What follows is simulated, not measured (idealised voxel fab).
Name of the process module below: voxel self aligned vias
cross-section cut | 155 nm wide | cells 5 nm
Cross-section = grid of square cells, listed top down in bands; band = one or more rows. What a band's entry tells you: where the top is and where the bottom is, as heights in nm, and after that what lies inside, material by material from left to right, each with its width in nm. Empty space is written as the word "blank", and a single material marked with the word "throughout" occupies the band from edge to edge. Below 0: as-received wafer, all one material; heights counted from there. Lowest band: no bottom, goes on down, written "z 0 and below". A two-number width, for instance "30..40", indicates that the width is equal to the first number in the top row of the band and to the second number in the bottom row, and that it changes by a constant amount per row of cells. "identical to before" (step): cross-section cells unchanged, all of them. The label "Sealed void inventory" introduces a list of the empty spaces, 8 cells or larger, that have no open way up to the top; each entry in it reads width x height at distance, where the distance is taken from the left edge and all three are stated in nm. That trailing text on a step's line, after the settings, is the simulator's own remark on the step. overlay nm: on a step with a mask, how far right of its planned place the mask lay; negative means left. Read the rest as pairs. Take the cross-section before one process step, then the cross-section after it, which shows only down to the lowest band that changed. Under the pair, find the step between them and its settings. Bear in mind that pairs may come from different runs of this module on the same starting wafer: link a pair to the pair above it only where its entry headed "Pre-step" says to.

**Pre-step**
> z 0 and below  Si throughout
> Sealed void inventory: none

**Result of Step**
> z 15 to 0  SiO2 throughout
> Below 0 it's all the same as before, nothing changed down there.
> Sealed void inventory: none
The before and after cross-sections above differ by one step: CONFORMAL_DEP with material SiO2, thk nm 15

Pre-step: The structure entering this step is exactly what the pair just above shows after its step.

**Result of Step**
> z 20 to 15  SiCN throughout
> Below 15 it's all the same as before, nothing changed down there.
> Sealed void inventory: none
The before and after cross-sections above differ by one step: CONFORMAL_DEP with material SiCN, thk nm 5

Pre-step: The structure entering this step is exactly what the pair just above shows after its step.

**Result of Step**
> z 40 to 20  SiO2 throughout
> Below 20 it's all the same as before, nothing changed down there.
> Sealed void inventory: none
The before and after cross-sections above differ by one step: DIRECTIONAL_DEP with material SiO2, thk nm 20

Pre-step: The structure entering this step is exactly what the pair just above shows after its step.

**Result of Step**
> z 55 to 40  aC throughout
> Below 40 it's all the same as before, nothing changed down there.
> Sealed void inventory: none
The before and after cross-sections above differ by one step: DIRECTIONAL_DEP with material aC, thk nm 15

Pre-step: The structure entering this step is exactly what the pair just above shows after its step.

**Result of Step**
> z 85 to 55  resist (30)  blank (20)  resist (50)  blank (20)  resist (35)
> Below 55 it's all the same as before, nothing changed down there.
> Sealed void inventory: none
The before and after cross-sections above differ by one step: PATTERN with tone open, mask id LINES, material resist, width nm 20, pitch nm 70, thk nm 30, overlay nm 0

Pre-step: The structure entering this step is exactly what the pair just above shows after its step.

**Result of Step**
> z 70 to 55  resist (30)  blank (20)  resist (50)  blank (20)  resist (35)
> z 55 to 40  aC (30)  blank (20)  aC (50)  blank (20)  aC (35)
> Below 40 it's all the same as before, nothing changed down there.
> Sealed void inventory: none
The before and after cross-sections above differ by one step: DIRECTIONAL_ETCH with etch materials aC, depth nm 15

Pre-step: The structure entering this step is exactly what the pair just above shows after its step.

**Result of Step**
> z 55 to 40  aC (30)  blank (20)  aC (50)  blank (20)  aC (35)
> Below 40 it's all the same as before, nothing changed down there.
> Sealed void inventory: none
The before and after cross-sections above differ by one step: STRIP with etch materials resist

Pre-step: The structure entering this step is exactly what the pair just above shows after its step.

**Result of Step**
> z 55 to 40  aC (30)  blank (20)  aC (50)  blank (20)  aC (35)
> z 40 to 20  SiO2 (30)  blank (20)  SiO2 (50)  blank (20)  SiO2 (35)
> Below 20 it's all the same as before, nothing changed down there.
> Sealed void inventory: none
The before and after cross-sections above differ by one step: DIRECTIONAL_ETCH with etch materials SiO2, depth nm 20

Pre-step: The structure entering this step is exactly what the pair just above shows after its step.

**Result of Step**
> z 40 to 20  SiO2 (30)  blank (20)  SiO2 (50)  blank (20)  SiO2 (35)
> Below 20 it's all the same as before, nothing changed down there.
> Sealed void inventory: none
The before and after cross-sections above differ by one step: STRIP with etch materials aC

Pre-step: The structure entering this step is exactly what the pair just above shows after its step.

**Result of Step**
> z 45 to 40  TiN (35)  blank (10)  TiN (60)  blank (10)  TiN (40)
> z 40 to 25  SiO2 (30)  TiN (5)  blank (10)  TiN (5)  SiO2 (50)  TiN (5)  blank (10)  TiN (5)  SiO2 (35)
> z 25 to 20  SiO2 (30)  TiN (20)  SiO2 (50)  TiN (20)  SiO2 (35)
> Below 20 it's all the same as before, nothing changed down there.
> Sealed void inventory: none
The before and after cross-sections above differ by one step: CONFORMAL_DEP with material TiN, thk nm 5

Pre-step: The structure entering this step is exactly what the pair just above shows after its step.

**Result of Step**
> z 55 to 45  W throughout
> z 45 to 40  TiN (35)  W (10)  TiN (60)  W (10)  TiN (40)
> z 40 to 25  SiO2 (30)  TiN (5)  W (10)  TiN (5)  SiO2 (50)  TiN (5)  W (10)  TiN (5)  SiO2 (35)
> Below 25 it's all the same as before, nothing changed down there.
> Sealed void inventory: none
The before and after cross-sections above differ by one step: FILL_DEP with material W, thk nm 10

Pre-step: The structure entering this step is exactly what the pair just above shows after its step.

**Result of Step**
> z 40 to 25  SiO2 (30)  TiN (5)  W (10)  TiN (5)  SiO2 (50)  TiN (5)  W (10)  TiN (5)  SiO2 (35)
> Below 25 it's all the same as before, nothing changed down there.
> Sealed void inventory: none
The before and after cross-sections above differ by one step: CMP with height nm 40

Pre-step: The structure entering this step is exactly what the pair just above shows after its step.

**Result of Step**
> z 40 to 35  SiO2 (30)  blank (20)  SiO2 (50)  blank (20)  SiO2 (35)
> Below 35 it's all the same as before, nothing changed down there.
> Sealed void inventory: none
The before and after cross-sections above differ by one step: SELECTIVE_ETCH with etch materials W Ru TiN, depth nm 5

Pre-step: The structure entering this step is exactly what the pair just above shows after its step.

**Result of Step**
> z 50 to 40  SiN throughout
> z 40 to 35  SiO2 (30)  SiN (20)  SiO2 (50)  SiN (20)  SiO2 (35)
> Below 35 it's all the same as before, nothing changed down there.
> Sealed void inventory: none
The before and after cross-sections above differ by one step: FILL_DEP with material SiN, thk nm 10

Pre-step: The structure entering this step is exactly what the pair just above shows after its step.

**Result of Step**
> z 40 to 35  SiO2 (30)  SiN (20)  SiO2 (50)  SiN (20)  SiO2 (35)
> Below 35 it's all the same as before, nothing changed down there.
> Sealed void inventory: none
The before and after cross-sections above differ by one step: CMP with height nm 40

Pre-step: The structure entering this step is exactly what the pair just above shows after its step.

**Result of Step**
> z 60 to 40  SiO2 throughout
> Below 40 it's all the same as before, nothing changed down there.
> Sealed void inventory: none
The before and after cross-sections above differ by one step: DIRECTIONAL_DEP with material SiO2, thk nm 20

Pre-step: The structure entering this step is exactly what the pair just above shows after its step.

**Result of Step**
> z 70 to 60  aC throughout
> Below 60 it's all the same as before, nothing changed down there.
> Sealed void inventory: none
The before and after cross-sections above differ by one step: DIRECTIONAL_DEP with material aC, thk nm 10

Pre-step: The structure entering this step is exactly what the pair just above shows after its step.

**Result of Step**
> z 100 to 70  resist (20)  blank (40)  resist (95)
> Below 70 it's all the same as before, nothing changed down there.
> Sealed void inventory: none
The before and after cross-sections above differ by one step: PATTERN with tone open, mask id VIAS, material resist, width nm 40, thk nm 30, overlay nm 0

Pre-step: The structure entering this step is exactly what the pair just above shows after its step.

**Result of Step**
> z 90 to 70  resist (20)  blank (40)  resist (95)
> z 70 to 60  aC (20)  blank (40)  aC (95)
> Below 60 it's all the same as before, nothing changed down there.
> Sealed void inventory: none
The before and after cross-sections above differ by one step: DIRECTIONAL_ETCH with etch materials aC, depth nm 10

Pre-step: The structure entering this step is exactly what the pair just above shows after its step.

**Result of Step**
> z 70 to 60  aC (20)  blank (40)  aC (95)
> Below 60 it's all the same as before, nothing changed down there.
> Sealed void inventory: none
The before and after cross-sections above differ by one step: STRIP with etch materials resist

Pre-step: The structure entering this step is exactly what the pair just above shows after its step.

**Result of Step**
> z 70 to 60  aC (20)  blank (40)  aC (95)
> z 60 to 40  SiO2 (20)  blank (40)  SiO2 (95)
> Below 40 it's all the same as before, nothing changed down there.
> Sealed void inventory: none
The before and after cross-sections above differ by one step: DIRECTIONAL_ETCH with etch materials SiO2, depth nm 20

Pre-step: The structure entering this step is exactly what the pair just above shows after its step.

**Result of Step**
> z 70 to 60  aC (20)  blank (40)  aC (95)
> z 60 to 40  SiO2 (20)  blank (40)  SiO2 (95)
> z 40 to 35  SiO2 (30)  blank (20)  SiO2 (50)  SiN (20)  SiO2 (35)
> Below 35 it's all the same as before, nothing changed down there.
> Sealed void inventory: none
The before and after cross-sections above differ by one step: DIRECTIONAL_ETCH with etch materials SiN, depth nm 5

Pre-step: The structure entering this step is exactly what the pair just above shows after its step.

**Result of Step**
> z 60 to 40  SiO2 (20)  blank (40)  SiO2 (95)
> Below 40 it's all the same as before, nothing changed down there.
> Sealed void inventory: none
The before and after cross-sections above differ by one step: STRIP with etch materials aC

Pre-step: The structure entering this step is exactly what the pair just above shows after its step.

**Result of Step**
> z 65 to 60  TiN (25)  blank (30)  TiN (100)
> z 60 to 45  SiO2 (20)  TiN (5)  blank (30)  TiN (5)  SiO2 (95)
> z 45 to 40  SiO2 (20)  TiN (15)  blank (10)  TiN (15)  SiO2 (95)
> z 40 to 35  SiO2 (30)  TiN (20)  SiO2 (50)  SiN (20)  SiO2 (35)
> Below 35 it's all the same as before, nothing changed down there.
> Sealed void inventory: none
The before and after cross-sections above differ by one step: CONFORMAL_DEP with material TiN, thk nm 5

Pre-step: The structure entering this step is exactly what the pair just above shows after its step.

**Result of Step**
> z 70 to 65  Cu throughout
> z 65 to 60  TiN (25)  Cu (30)  TiN (100)
> z 60 to 45  SiO2 (20)  TiN (5)  Cu (30)  TiN (5)  SiO2 (95)
> z 45 to 40  SiO2 (20)  TiN (15)  Cu (10)  TiN (15)  SiO2 (95)
> Below 40 it's all the same as before, nothing changed down there.
> Sealed void inventory: none
The before and after cross-sections above differ by one step: FILL_DEP with material Cu, thk nm 5

Pre-step: The structure entering this step is exactly what the pair just above shows after its step.

**Result of Step**
> z 60 to 45  SiO2 (20)  TiN (5)  Cu (30)  TiN (5)  SiO2 (95)
> Below 45 it's all the same as before, nothing changed down there.
> Sealed void inventory: none
The before and after cross-sections above differ by one step: CMP with height nm 60

Pre-step: The structure entering this step is exactly what the pair just above shows after its step.

**Result of Step**
> z 65 to 60  SiN throughout
> Below 60 it's all the same as before, nothing changed down there.
> Sealed void inventory: none
The before and after cross-sections above differ by one step: CONFORMAL_DEP with material SiN, thk nm 5

**Pre-step**
> z 15 to 0  SiO2 throughout
> z 0 and below  Si throughout
> Sealed void inventory: none

**Result of Step**
> z 35 to 0  SiO2 throughout
> Below 0 it's all the same as before, nothing changed down there.
> Sealed void inventory: none
The before and after cross-sections above differ by one step: DIRECTIONAL_DEP with material SiO2, thk nm 20

Pre-step: The structure entering this step is exactly what the pair just above shows after its step.

**Result of Step**
> z 50 to 35  aC throughout
> Below 35 it's all the same as before, nothing changed down there.
> Sealed void inventory: none
The before and after cross-sections above differ by one step: DIRECTIONAL_DEP with material aC, thk nm 15

Pre-step: The structure entering this step is exactly what the pair just above shows after its step.

**Result of Step**
> z 80 to 50  resist (30)  blank (20)  resist (50)  blank (20)  resist (35)
> Below 50 it's all the same as before, nothing changed down there.
> Sealed void inventory: none
The before and after cross-sections above differ by one step: PATTERN with tone open, mask id LINES, material resist, width nm 20, pitch nm 70, thk nm 30, overlay nm 0

Pre-step: The structure entering this step is exactly what the pair just above shows after its step.

**Result of Step**
> z 65 to 50  resist (30)  blank (20)  resist (50)  blank (20)  resist (35)
> z 50 to 35  aC (30)  blank (20)  aC (50)  blank (20)  aC (35)
> Below 35 it's all the same as before, nothing changed down there.
> Sealed void inventory: none
The before and after cross-sections above differ by one step: DIRECTIONAL_ETCH with etch materials aC, depth nm 15

Pre-step: The structure entering this step is exactly what the pair just above shows after its step.

**Result of Step**
> z 50 to 35  aC (30)  blank (20)  aC (50)  blank (20)  aC (35)
> Below 35 it's all the same as before, nothing changed down there.
> Sealed void inventory: none
The before and after cross-sections above differ by one step: STRIP with etch materials resist

Pre-step: The structure entering this step is exactly what the pair just above shows after its step.

**Result of Step**
> z 50 to 35  aC (30)  blank (20)  aC (50)  blank (20)  aC (35)
> z 35 to 15  SiO2 (30)  blank (20)  SiO2 (50)  blank (20)  SiO2 (35)
> Below 15 it's all the same as before, nothing changed down there.
> Sealed void inventory: none
The before and after cross-sections above differ by one step: DIRECTIONAL_ETCH with etch materials SiO2, depth nm 20

Pre-step: The structure entering this step is exactly what the pair just above shows after its step.

**Result of Step**
> z 35 to 15  SiO2 (30)  blank (20)  SiO2 (50)  blank (20)  SiO2 (35)
> Below 15 it's all the same as before, nothing changed down there.
> Sealed void inventory: none
The before and after cross-sections above differ by one step: STRIP with etch materials aC

Pre-step: The structure entering this step is exactly what the pair just above shows after its step.

**Result of Step**
> z 40 to 35  TiN (35)  blank (10)  TiN (60)  blank (10)  TiN (40)
> z 35 to 20  SiO2 (30)  TiN (5)  blank (10)  TiN (5)  SiO2 (50)  TiN (5)  blank (10)  TiN (5)  SiO2 (35)
> z 20 to 15  SiO2 (30)  TiN (20)  SiO2 (50)  TiN (20)  SiO2 (35)
> Below 15 it's all the same as before, nothing changed down there.
> Sealed void inventory: none
The before and after cross-sections above differ by one step: CONFORMAL_DEP with material TiN, thk nm 5

Pre-step: The structure entering this step is exactly what the pair just above shows after its step.

**Result of Step**
> z 50 to 40  W throughout
> z 40 to 35  TiN (35)  W (10)  TiN (60)  W (10)  TiN (40)
> z 35 to 20  SiO2 (30)  TiN (5)  W (10)  TiN (5)  SiO2 (50)  TiN (5)  W (10)  TiN (5)  SiO2 (35)
> Below 20 it's all the same as before, nothing changed down there.
> Sealed void inventory: none
The before and after cross-sections above differ by one step: FILL_DEP with material W, thk nm 10

Pre-step: The structure entering this step is exactly what the pair just above shows after its step.

**Result of Step**
> z 40 to 35  TiN (35)  W (10)  TiN (60)  W (10)  TiN (40)
> Below 35 it's all the same as before, nothing changed down there.
> Sealed void inventory: none
The before and after cross-sections above differ by one step: CMP with height nm 40

Pre-step: The structure entering this step is exactly what the pair just above shows after its step.

**Result of Step**
> z 35 to 20  SiO2 (30)  TiN (5)  W (10)  TiN (5)  SiO2 (50)  TiN (5)  W (10)  TiN (5)  SiO2 (35)
> Below 20 it's all the same as before, nothing changed down there.
> Sealed void inventory: none
The before and after cross-sections above differ by one step: SELECTIVE_ETCH with etch materials W Ru TiN, depth nm 5

Pre-step: The structure entering this step is exactly what the pair just above shows after its step.

**Result of Step**
> z 45 to 35  SiN throughout
> Below 35 it's all the same as before, nothing changed down there.
> Sealed void inventory: none
The before and after cross-sections above differ by one step: FILL_DEP with material SiN, thk nm 10

Pre-step: The structure entering this step is exactly what the pair just above shows after its step.

**Result of Step**
> z 40 to 35  SiN throughout
> Below 35 it's all the same as before, nothing changed down there.
> Sealed void inventory: none
The before and after cross-sections above differ by one step: CMP with height nm 40

Pre-step: The structure entering this step is exactly what the pair just above shows after its step.

**Result of Step**
> z 60 to 40  SiO2 throughout
> Below 40 it's all the same as before, nothing changed down there.
> Sealed void inventory: none
The before and after cross-sections above differ by one step: DIRECTIONAL_DEP with material SiO2, thk nm 20

Pre-step: The structure entering this step is exactly what the pair just above shows after its step.

**Result of Step**
> z 70 to 60  aC throughout
> Below 60 it's all the same as before, nothing changed down there.
> Sealed void inventory: none
The before and after cross-sections above differ by one step: DIRECTIONAL_DEP with material aC, thk nm 10

Pre-step: The structure entering this step is exactly what the pair just above shows after its step.

**Result of Step**
> z 100 to 70  resist (20)  blank (40)  resist (95)
> Below 70 it's all the same as before, nothing changed down there.
> Sealed void inventory: none
The before and after cross-sections above differ by one step: PATTERN with tone open, mask id VIAS, material resist, width nm 40, thk nm 30, overlay nm 0

Pre-step: The structure entering this step is exactly what the pair just above shows after its step.

**Result of Step**
> z 90 to 70  resist (20)  blank (40)  resist (95)
> z 70 to 60  aC (20)  blank (40)  aC (95)
> Below 60 it's all the same as before, nothing changed down there.
> Sealed void inventory: none
The before and after cross-sections above differ by one step: DIRECTIONAL_ETCH with etch materials aC, depth nm 10

Pre-step: The structure entering this step is exactly what the pair just above shows after its step.

**Result of Step**
> z 70 to 60  aC (20)  blank (40)  aC (95)
> Below 60 it's all the same as before, nothing changed down there.
> Sealed void inventory: none
The before and after cross-sections above differ by one step: STRIP with etch materials resist

Pre-step: The structure entering this step is exactly what the pair just above shows after its step.

**Result of Step**
> z 70 to 60  aC (20)  blank (40)  aC (95)
> z 60 to 40  SiO2 (20)  blank (40)  SiO2 (95)
> Below 40 it's all the same as before, nothing changed down there.
> Sealed void inventory: none
The before and after cross-sections above differ by one step: DIRECTIONAL_ETCH with etch materials SiO2, depth nm 20

Pre-step: The structure entering this step is exactly what the pair just above shows after its step.

**Result of Step**
> z 70 to 60  aC (20)  blank (40)  aC (95)
> z 60 to 40  SiO2 (20)  blank (40)  SiO2 (95)
> z 40 to 35  SiN (20)  blank (40)  SiN (95)
> Below 35 it's all the same as before, nothing changed down there.
> Sealed void inventory: none
The before and after cross-sections above differ by one step: DIRECTIONAL_ETCH with etch materials SiN, depth nm 5

Pre-step: The structure entering this step is exactly what the pair just above shows after its step.

**Result of Step**
> z 60 to 40  SiO2 (20)  blank (40)  SiO2 (95)
> Below 40 it's all the same as before, nothing changed down there.
> Sealed void inventory: none
The before and after cross-sections above differ by one step: STRIP with etch materials aC

Pre-step: The structure entering this step is exactly what the pair just above shows after its step.

**Result of Step**
> z 65 to 60  TiN (25)  blank (30)  TiN (100)
> z 60 to 40  SiO2 (20)  TiN (5)  blank (30)  TiN (5)  SiO2 (95)
> z 40 to 35  SiN (20)  TiN (40)  SiN (95)
> Below 35 it's all the same as before, nothing changed down there.
> Sealed void inventory: none
The before and after cross-sections above differ by one step: CONFORMAL_DEP with material TiN, thk nm 5

Pre-step: The structure entering this step is exactly what the pair just above shows after its step.

**Result of Step**
> z 70 to 65  Cu throughout
> z 65 to 60  TiN (25)  Cu (30)  TiN (100)
> z 60 to 40  SiO2 (20)  TiN (5)  Cu (30)  TiN (5)  SiO2 (95)
> Below 40 it's all the same as before, nothing changed down there.
> Sealed void inventory: none
The before and after cross-sections above differ by one step: FILL_DEP with material Cu, thk nm 5

Pre-step: The structure entering this step is exactly what the pair just above shows after its step.

**Result of Step**
> z 60 to 40  SiO2 (20)  TiN (5)  Cu (30)  TiN (5)  SiO2 (95)
> Below 40 it's all the same as before, nothing changed down there.
> Sealed void inventory: none
The before and after cross-sections above differ by one step: CMP with height nm 60

Pre-step: The structure entering this step is exactly what the pair just above shows after its step.

**Result of Step**
> z 65 to 60  SiN throughout
> Below 60 it's all the same as before, nothing changed down there.
> Sealed void inventory: none
The before and after cross-sections above differ by one step: CONFORMAL_DEP with material SiN, thk nm 5

**Pre-step**
> z 15 to 0  SiO2 throughout
> z 0 and below  Si throughout
> Sealed void inventory: none

**Result of Step**
> z 30 to 0  SiO2 throughout
> Below 0 it's all the same as before, nothing changed down there.
> Sealed void inventory: none
The before and after cross-sections above differ by one step: CONFORMAL_DEP with material SiO2, thk nm 15

Pre-step: The structure entering this step is exactly what the pair just above shows after its step.

**Result of Step**
> z 35 to 30  SiCN throughout
> Below 30 it's all the same as before, nothing changed down there.
> Sealed void inventory: none
The before and after cross-sections above differ by one step: CONFORMAL_DEP with material SiCN, thk nm 5

Pre-step: The structure entering this step is exactly what the pair just above shows after its step.

**Result of Step**
> z 55 to 35  SiO2 throughout
> Below 35 it's all the same as before, nothing changed down there.
> Sealed void inventory: none
The before and after cross-sections above differ by one step: DIRECTIONAL_DEP with material SiO2, thk nm 20

Pre-step: The structure entering this step is exactly what the pair just above shows after its step.

**Result of Step**
> z 70 to 55  aC throughout
> Below 55 it's all the same as before, nothing changed down there.
> Sealed void inventory: none
The before and after cross-sections above differ by one step: DIRECTIONAL_DEP with material aC, thk nm 15

Pre-step: The structure entering this step is exactly what the pair just above shows after its step.

**Result of Step**
> z 100 to 70  resist (30)  blank (20)  resist (50)  blank (20)  resist (35)
> Below 70 it's all the same as before, nothing changed down there.
> Sealed void inventory: none
The before and after cross-sections above differ by one step: PATTERN with tone open, mask id LINES, material resist, width nm 20, pitch nm 70, thk nm 30, overlay nm 0

Pre-step: The structure entering this step is exactly what the pair just above shows after its step.

**Result of Step**
> z 85 to 70  resist (30)  blank (20)  resist (50)  blank (20)  resist (35)
> z 70 to 55  aC (30)  blank (20)  aC (50)  blank (20)  aC (35)
> Below 55 it's all the same as before, nothing changed down there.
> Sealed void inventory: none
The before and after cross-sections above differ by one step: DIRECTIONAL_ETCH with etch materials aC, depth nm 15

Pre-step: The structure entering this step is exactly what the pair just above shows after its step.

**Result of Step**
> z 70 to 55  aC (30)  blank (20)  aC (50)  blank (20)  aC (35)
> Below 55 it's all the same as before, nothing changed down there.
> Sealed void inventory: none
The before and after cross-sections above differ by one step: STRIP with etch materials resist

Pre-step: The structure entering this step is exactly what the pair just above shows after its step.

**Result of Step**
> z 70 to 55  aC (30)  blank (20)  aC (50)  blank (20)  aC (35)
> z 55 to 35  SiO2 (30)  blank (20)  SiO2 (50)  blank (20)  SiO2 (35)
> Below 35 it's all the same as before, nothing changed down there.
> Sealed void inventory: none
The before and after cross-sections above differ by one step: DIRECTIONAL_ETCH with etch materials SiO2, depth nm 20

Pre-step: The structure entering this step is exactly what the pair just above shows after its step.

**Result of Step**
> z 55 to 35  SiO2 (30)  blank (20)  SiO2 (50)  blank (20)  SiO2 (35)
> Below 35 it's all the same as before, nothing changed down there.
> Sealed void inventory: none
The before and after cross-sections above differ by one step: STRIP with etch materials aC

Pre-step: The structure entering this step is exactly what the pair just above shows after its step.

**Result of Step**
> z 60 to 55  TiN (35)  blank (10)  TiN (60)  blank (10)  TiN (40)
> z 55 to 40  SiO2 (30)  TiN (5)  blank (10)  TiN (5)  SiO2 (50)  TiN (5)  blank (10)  TiN (5)  SiO2 (35)
> z 40 to 35  SiO2 (30)  TiN (20)  SiO2 (50)  TiN (20)  SiO2 (35)
> Below 35 it's all the same as before, nothing changed down there.
> Sealed void inventory: none
The before and after cross-sections above differ by one step: CONFORMAL_DEP with material TiN, thk nm 5

Pre-step: The structure entering this step is exactly what the pair just above shows after its step.

**Result of Step**
> z 70 to 60  W throughout
> z 60 to 55  TiN (35)  W (10)  TiN (60)  W (10)  TiN (40)
> z 55 to 40  SiO2 (30)  TiN (5)  W (10)  TiN (5)  SiO2 (50)  TiN (5)  W (10)  TiN (5)  SiO2 (35)
> Below 40 it's all the same as before, nothing changed down there.
> Sealed void inventory: none
The before and after cross-sections above differ by one step: FILL_DEP with material W, thk nm 10

Pre-step: The structure entering this step is exactly what the pair just above shows after its step.

**Result of Step**
> z 40 to 35  SiO2 (30)  TiN (20)  SiO2 (50)  TiN (20)  SiO2 (35)
> Below 35 it's all the same as before, nothing changed down there.
> Sealed void inventory: none
The before and after cross-sections above differ by one step: CMP with height nm 40

Pre-step: The structure entering this step is exactly what the pair just above shows after its step.

**Result of Step**
> z 40 to 35  SiO2 (30)  blank (20)  SiO2 (50)  blank (20)  SiO2 (35)
> Below 35 it's all the same as before, nothing changed down there.
> Sealed void inventory: none
The before and after cross-sections above differ by one step: SELECTIVE_ETCH with etch materials W Ru TiN, depth nm 5

Pre-step: The structure entering this step is exactly what the pair just above shows after its step.

**Result of Step**
> z 50 to 40  SiN throughout
> z 40 to 35  SiO2 (30)  SiN (20)  SiO2 (50)  SiN (20)  SiO2 (35)
> Below 35 it's all the same as before, nothing changed down there.
> Sealed void inventory: none
The before and after cross-sections above differ by one step: FILL_DEP with material SiN, thk nm 10

Pre-step: The structure entering this step is exactly what the pair just above shows after its step.

**Result of Step**
> z 40 to 35  SiO2 (30)  SiN (20)  SiO2 (50)  SiN (20)  SiO2 (35)
> Below 35 it's all the same as before, nothing changed down there.
> Sealed void inventory: none
The before and after cross-sections above differ by one step: CMP with height nm 40

Pre-step: The structure entering this step is exactly what the pair just above shows after its step.

**Result of Step**
> z 60 to 40  SiO2 throughout
> Below 40 it's all the same as before, nothing changed down there.
> Sealed void inventory: none
The before and after cross-sections above differ by one step: DIRECTIONAL_DEP with material SiO2, thk nm 20

Pre-step: The structure entering this step is exactly what the pair just above shows after its step.

**Result of Step**
> z 70 to 60  aC throughout
> Below 60 it's all the same as before, nothing changed down there.
> Sealed void inventory: none
The before and after cross-sections above differ by one step: DIRECTIONAL_DEP with material aC, thk nm 10

Pre-step: The structure entering this step is exactly what the pair just above shows after its step.

**Result of Step**
> z 100 to 70  resist (20)  blank (40)  resist (95)
> Below 70 it's all the same as before, nothing changed down there.
> Sealed void inventory: none
The before and after cross-sections above differ by one step: PATTERN with tone open, mask id VIAS, material resist, width nm 40, thk nm 30, overlay nm 0

Pre-step: The structure entering this step is exactly what the pair just above shows after its step.

**Result of Step**
> z 90 to 70  resist (20)  blank (40)  resist (95)
> z 70 to 60  aC (20)  blank (40)  aC (95)
> Below 60 it's all the same as before, nothing changed down there.
> Sealed void inventory: none
The before and after cross-sections above differ by one step: DIRECTIONAL_ETCH with etch materials aC, depth nm 10

Pre-step: The structure entering this step is exactly what the pair just above shows after its step.

**Result of Step**
> z 70 to 60  aC (20)  blank (40)  aC (95)
> Below 60 it's all the same as before, nothing changed down there.
> Sealed void inventory: none
The before and after cross-sections above differ by one step: STRIP with etch materials resist

Pre-step: The structure entering this step is exactly what the pair just above shows after its step.

**Result of Step**
> z 70 to 60  aC (20)  blank (40)  aC (95)
> z 60 to 40  SiO2 (20)  blank (40)  SiO2 (95)
> Below 40 it's all the same as before, nothing changed down there.
> Sealed void inventory: none
The before and after cross-sections above differ by one step: DIRECTIONAL_ETCH with etch materials SiO2, depth nm 20

Pre-step: The structure entering this step is exactly what the pair just above shows after its step.

**Result of Step**
> z 70 to 60  aC (20)  blank (40)  aC (95)
> z 60 to 40  SiO2 (20)  blank (40)  SiO2 (95)
> z 40 to 35  SiO2 (30)  blank (20)  SiO2 (50)  SiN (20)  SiO2 (35)
> Below 35 it's all the same as before, nothing changed down there.
> Sealed void inventory: none
The before and after cross-sections above differ by one step: DIRECTIONAL_ETCH with etch materials SiN, depth nm 5

Pre-step: The structure entering this step is exactly what the pair just above shows after its step.

**Result of Step**
> z 60 to 40  SiO2 (20)  blank (40)  SiO2 (95)
> Below 40 it's all the same as before, nothing changed down there.
> Sealed void inventory: none
The before and after cross-sections above differ by one step: STRIP with etch materials aC

Pre-step: The structure entering this step is exactly what the pair just above shows after its step.

**Result of Step**
> z 65 to 60  TiN (25)  blank (30)  TiN (100)
> z 60 to 45  SiO2 (20)  TiN (5)  blank (30)  TiN (5)  SiO2 (95)
> z 45 to 40  SiO2 (20)  TiN (15)  blank (10)  TiN (15)  SiO2 (95)
> z 40 to 35  SiO2 (30)  TiN (20)  SiO2 (50)  SiN (20)  SiO2 (35)
> Below 35 it's all the same as before, nothing changed down there.
> Sealed void inventory: none
The before and after cross-sections above differ by one step: CONFORMAL_DEP with material TiN, thk nm 5

Pre-step: The structure entering this step is exactly what the pair just above shows after its step.

**Result of Step**
> z 70 to 65  Cu throughout
> z 65 to 60  TiN (25)  Cu (30)  TiN (100)
> z 60 to 45  SiO2 (20)  TiN (5)  Cu (30)  TiN (5)  SiO2 (95)
> z 45 to 40  SiO2 (20)  TiN (15)  Cu (10)  TiN (15)  SiO2 (95)
> Below 40 it's all the same as before, nothing changed down there.
> Sealed void inventory: none
The before and after cross-sections above differ by one step: FILL_DEP with material Cu, thk nm 5

Pre-step: The structure entering this step is exactly what the pair just above shows after its step.

**Result of Step**
> z 60 to 45  SiO2 (20)  TiN (5)  Cu (30)  TiN (5)  SiO2 (95)
> Below 45 it's all the same as before, nothing changed down there.
> Sealed void inventory: none
The before and after cross-sections above differ by one step: CMP with height nm 60

Pre-step: The structure entering this step is exactly what the pair just above shows after its step.

**Result of Step**
> z 65 to 60  SiN throughout
> Below 60 it's all the same as before, nothing changed down there.
> Sealed void inventory: none
The before and after cross-sections above differ by one step: CONFORMAL_DEP with material SiN, thk nm 5

**Pre-step**
> z 35 to 0  SiO2 throughout
> z 0 and below  Si throughout
> Sealed void inventory: none

**Result of Step**
> z 40 to 35  SiCN throughout
> Below 35 it's all the same as before, nothing changed down there.
> Sealed void inventory: none
The before and after cross-sections above differ by one step: CONFORMAL_DEP with material SiCN, thk nm 5

Pre-step: The structure entering this step is exactly what the pair just above shows after its step.

**Result of Step**
> z 55 to 40  aC throughout
> Below 40 it's all the same as before, nothing changed down there.
> Sealed void inventory: none
The before and after cross-sections above differ by one step: DIRECTIONAL_DEP with material aC, thk nm 15

Pre-step: The structure entering this step is exactly what the pair just above shows after its step.

**Result of Step**
> z 85 to 55  resist (30)  blank (20)  resist (50)  blank (20)  resist (35)
> Below 55 it's all the same as before, nothing changed down there.
> Sealed void inventory: none
The before and after cross-sections above differ by one step: PATTERN with tone open, mask id LINES, material resist, width nm 20, pitch nm 70, thk nm 30, overlay nm 0

Pre-step: The structure entering this step is exactly what the pair just above shows after its step.

**Result of Step**
> z 70 to 55  resist (30)  blank (20)  resist (50)  blank (20)  resist (35)
> z 55 to 40  aC (30)  blank (20)  aC (50)  blank (20)  aC (35)
> Below 40 it's all the same as before, nothing changed down there.
> Sealed void inventory: none
The before and after cross-sections above differ by one step: DIRECTIONAL_ETCH with etch materials aC, depth nm 15

Pre-step: The structure entering this step is exactly what the pair just above shows after its step.

**Result of Step**
> z 55 to 40  aC (30)  blank (20)  aC (50)  blank (20)  aC (35)
> Below 40 it's all the same as before, nothing changed down there.
> Sealed void inventory: none
The before and after cross-sections above differ by one step: STRIP with etch materials resist

Pre-step: The structure entering this step is exactly what the pair just above shows after its step.

**Result of Step**
> z 40 to 35  SiCN throughout
> Below 35 it's all the same as before, nothing changed down there.
> Sealed void inventory: none
The before and after cross-sections above differ by one step: STRIP with etch materials aC

Pre-step: The structure entering this step is exactly what the pair just above shows after its step.

**Result of Step**
> z 45 to 40  TiN throughout
> Below 40 it's all the same as before, nothing changed down there.
> Sealed void inventory: none
The before and after cross-sections above differ by one step: CONFORMAL_DEP with material TiN, thk nm 5
